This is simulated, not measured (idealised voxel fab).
Name of the process module below: voxel lift off
Xsec cut, 275 nm wide, square cell size 5 nm.
For the purposes of this document, a cross-section shall be understood as a grid of square cells, specified as bands listed in top-to-bottom order, each band consisting of one or more rows of cells. It is stipulated that each band's entry specify, in nanometres, the height of the top of the band and then that of its bottom, followed by the materials of the band in left-to-right sequence, each together with its width in nanometres. A single material marked by the word "everywhere" is understood to fill the band from edge to edge; the word "empty" is understood to denote empty space. Height datum 0, below which the as-received substrate wafer is one material. Lowest band open at the bottom, running downward: "0 -> down". The width entry "30->40" should be interpreted row by row: the top row of cells in the band takes the first number, the bottom row takes the second number, and the change between adjacent rows is uniform throughout. What does "no change" mean for a step? It means no cell of the cross-section changed in that step. Empty spaces without an open route to the top, at least 8 cells in extent, make up the entry "Sealed void listing"; each is given as width x height at distance, where the distance is measured from the left edge, and all are in nm. Post-settings text on a step line: simulator's own remark regarding the step. Steps that use a mask can have "overlay nm" on their line. It says how far the mask sat to the right of where it was meant to be. Negative means to the left.

**These are the steps we planned for the process**
1 RECEIVE with material Si
2 CONFORMAL_DEP with material SiO2, thk nm 15
3 PATTERN with tone open, mask id LINES, material resist, width nm 30, pitch nm 60, thk nm 20, overlay nm 0
4 DIRECTIONAL_DEP with material Ru, thk nm 5
5 STRIP with etch materials resist
6 CONFORMAL_DEP with material SiCN, thk nm 5

**Account of the first of two wafers, which was processed as intended**

**As-received wafer cross-section (after step 1)**
	0 -> down | Si everywhere
	Sealed void listing: none

**Wafer xsec, post step 2**
	15 -> 0 | SiO2 everywhere
	Heights below 0 show no change.

**Wafer xsec, post step 3**
	35 -> 15 | 90 nm resist, 30 nm empty, 30 nm resist, 30 nm empty, 95 nm resist
	Heights below 15 show no change.

**Wafer xsec, post step 4**
	40 -> 35 | 90 nm Ru, 30 nm empty, 30 nm Ru, 30 nm empty, 95 nm Ru
	35 -> 20 | 90 nm resist, 30 nm empty, 30 nm resist, 30 nm empty, 95 nm resist
	20 -> 15 | 90 nm resist, 30 nm Ru, 30 nm resist, 30 nm Ru, 95 nm resist
	Heights below 15 show no change.

**Wafer xsec, post step 5**
	20 -> 15 | 90 nm empty, 30 nm Ru, 30 nm empty, 30 nm Ru, 95 nm empty
	Heights below 15 show no change.

**Wafer xsec, post step 6**
	25 -> 20 | 85 nm empty, 40 nm SiCN, 20 nm empty, 40 nm SiCN, 90 nm empty
	20 -> 15 | 90 nm SiCN, 30 nm Ru, 30 nm SiCN, 30 nm Ru, 95 nm SiCN
	Heights below 15 show no change.

**The second wafer was prepared from the same starting point and under the same plan as the first; its processing contained one mistake, and it remains indistinguishable from the first wafer up to and including step 2**

**Second wafer, section view, time point: scheduled end of step 3**
	35 -> 15 | 85 nm resist, 40 nm empty, 20 nm resist, 40 nm empty, 90 nm resist
	Heights below 15 show no change.

**Second wafer, section view, time point: scheduled end of step 4**
	40 -> 35 | 85 nm Ru, 40 nm empty, 20 nm Ru, 40 nm empty, 90 nm Ru
	35 -> 20 | 85 nm resist, 40 nm empty, 20 nm resist, 40 nm empty, 90 nm resist
	20 -> 15 | 85 nm resist, 40 nm Ru, 20 nm resist, 40 nm Ru, 90 nm resist
	Heights below 15 show no change.

**Second wafer, section view, time point: scheduled end of step 5**
	20 -> 15 | 85 nm empty, 40 nm Ru, 20 nm empty, 40 nm Ru, 90 nm empty
	Heights below 15 show no change.

**Second wafer, section view, time point: scheduled end of step 6**
	25 -> 20 | 80 nm empty, 50 nm SiCN, 10 nm empty, 50 nm SiCN, 85 nm empty
	20 -> 15 | 85 nm SiCN, 40 nm Ru, 20 nm SiCN, 40 nm Ru, 90 nm SiCN
	Heights below 15 show no change.
Error vs. plan: step 3 changed vs plan, executed as PATTERN with tone open, mask id LINES, material resist, width nm 40, pitch nm 60, thk nm 20, overlay nm 0
The final cell counts differ between the wafers, with the second having more or fewer of some materials than the first: Ru: 4 more
